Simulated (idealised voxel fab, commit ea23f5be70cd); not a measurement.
Documented hereafter: the process module known as voxel released beams.
It is cross-section cut that appears here, measuring 245 nm in width, its square cells being 5 nm in size.
Bands, listed from the top down, are how a cross-section gets written in this document; the cross-section itself is a grid of square cells, and a band is one or more rows of them. The band entry comprises the height of the band's top followed by the height of its bottom, expressed in nm, and subsequently the band's materials from left to right, each stated together with its width in nm. Where a single material is marked with the word "everywhere", that material fills the band from edge to edge. The word "blank" represents empty space. Beneath 0, the wafer as received is one material, and that level is where height counting begins. The lowest band goes on downward without a bottom; it is written like "z 0 and below". You'd read "30 to 40" like this: the band's top row of cells is as wide as the first number, its bottom row is as wide as the second, and going down, every row changes width by the same amount as the row before did. For the purposes of this document, the phrase "stayed the same" attached to a step denotes that no cell within the cross-section was modified by that step. "Listed closed voids" enumerates empty spaces isolated from the top, with no open way to it, that contain at least 8 cells, giving each as width x height at distance from the left edge, all three in nm. Heads up: the bit after the settings on a step's line is the simulator's remark on that step. overlay nm, on a step with a mask: how far to the right of its planned place the mask lay; to the left if negative.
[So here's the lineup of process steps we planned]
1: RECEIVE [material Si]
2: CONFORMAL_DEP [material Al2O3] [thk nm 10]
3: DIRECTIONAL_DEP [material SiO2] [thk nm 15]
4: PATTERN [tone open] [mask id ANCHOR] [material resist] [width nm 35] [thk nm 15] [overlay nm 0]
5: DIRECTIONAL_ETCH [etch materials SiO2] [depth nm 15]
6: STRIP [etch materials resist]
7: CONFORMAL_DEP [material SiN] [thk nm 10]
8: PATTERN [tone cover] [mask id BEAM] [material resist] [width nm 95] [thk nm 20] [overlay nm 0]
9: DIRECTIONAL_ETCH [etch materials SiN] [depth nm 10]
10: STRIP [etch materials resist]
11: STRIP [etch materials SiO2]
[As-received state of the wafer in cross-section, equivalent to post-step 1]
- z 0 and below  Si everywhere
- Listed closed voids: none
[Cross-section, first of two wafers, end of module, run as planned]
- z 35 to 25  70 blank, then 15 SiN, then 15 blank, then 65 SiN, then 80 blank
- z 25 to 20  75 blank, then 10 SiN, then 15 blank, then 10 SiN, then 135 blank
- z 20 to 10  75 blank, then 35 SiN, then 135 blank
- z 10 to 0  Al2O3 everywhere
- z 0 and below  Si everywhere
- Listed closed voids: none
[Here is the second of the two wafers cut open at the end of the module - same start, same plan as the first one, but we made one mistake running it]
- z 25 to 15  70 blank, then 15 SiN, then 15 blank, then 65 SiN, then 80 blank
- z 15 to 10  75 blank, then 10 SiN, then 15 blank, then 10 SiN, then 135 blank
- z 10 to 0  75 blank, then 35 SiN, then 135 blank
- z 0 and below  Si everywhere
- Listed closed voids: none
It is concluded that the wafer was processed incorrectly with respect to the plan, in that skipped: plan step 2 (never run)
Heads up, by the end the second wafer has more or fewer cells of some materials compared to the first: Al2O3 -98
